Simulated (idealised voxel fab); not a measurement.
Process module heading - voxel spacer lines
210 nm wide, 5 nm square cells: that's cross-section cut.
Reading order for cross-sections: top band down to bottom band. Underlying form: a grid of square cells. Band size: one or more rows of cells.
Heads up on the band format: heights come first, top then bottom, in nm. After that it's the materials left to right, each with its width in nm. A single material flagged "edge to edge" fills the whole band edge to edge, and "blank" means there's empty space there.
For the purposes of this specification, 0 denotes the height below which the wafer in its as-received condition is composed wholly of one material, and the lowermost band, lacking a lower limit, extends downward without end, as expressed in "top 0, no bottom".
A width such as "30..40" changes by the same amount from each row of cells to the next, from the band's top row to its bottom row.
A step reported as "no modification" is a step in which no cell of the cross-section changed.
In "Enclosed internal cavities" the enclosed voids are listed, meaning empty spaces of 8 cells or larger without any opening to the top. The form is width x height at distance, distance from the left edge, units nm.
If you see something after the settings on a step's line, that's the simulator's own remark about that step.
A step's line can hold "overlay nm"; with a mask on that step, the setting says how far right of the planned place the mask lay, while a negative setting says it lay to the left.

So here's the lineup of process steps we planned:
1. RECEIVE | material Si
2. CONFORMAL_DEP | material Al2O3 | thk nm 10
3. DIRECTIONAL_DEP | material W | thk nm 10
4. DIRECTIONAL_DEP | material aC | thk nm 20
5. PATTERN | tone cover | mask id MANDREL | material resist | width nm 15 | pitch nm 50 | thk nm 25 | overlay nm 0
6. DIRECTIONAL_ETCH | etch materials aC | depth nm 20
7. STRIP | etch materials resist
8. CONFORMAL_DEP | material SiO2 | thk nm 10
9. DIRECTIONAL_ETCH | etch materials SiO2 | depth nm 10
10. STRIP | etch materials aC
11. DIRECTIONAL_ETCH | etch materials W | depth nm 10
12. STRIP | etch materials SiO2

Cross-sectional view of the wafer in its as-received condition, corresponding to the state after step 1:
* top 0, no bottom = Si edge to edge
* Enclosed internal cavities: none

Cross-section: first of two wafers, module finished, run according to plan:
* top 20, bottom 10 = 60 of blank; 10 of W; 15 of blank; 10 of W; 15 of blank; 10 of W; 15 of blank; 10 of W; 65 of blank
* top 10, bottom 0 = Al2O3 edge to edge
* top 0, no bottom = Si edge to edge
* Enclosed internal cavities: none

Here is the second of the two wafers cut open at the end of the module - same start, same plan as the first one, but we made one mistake running it:
* top 20, bottom 10 = 70 of blank; 10 of W; 15 of blank; 10 of W; 15 of blank; 10 of W; 15 of blank; 10 of W; 55 of blank
* top 10, bottom 0 = Al2O3 edge to edge
* top 0, no bottom = Si edge to edge
* Enclosed internal cavities: none
What went wrong in running the wafer? step 5 was run on a setting that differed from the plan, and what really ran there is PATTERN | tone cover | mask id MANDREL | material resist | width nm 15 | pitch nm 50 | thk nm 25 | overlay nm 10
At the end, each material covers as many cells on the second wafer as it does on the first, though the cells it covers are elsewhere.
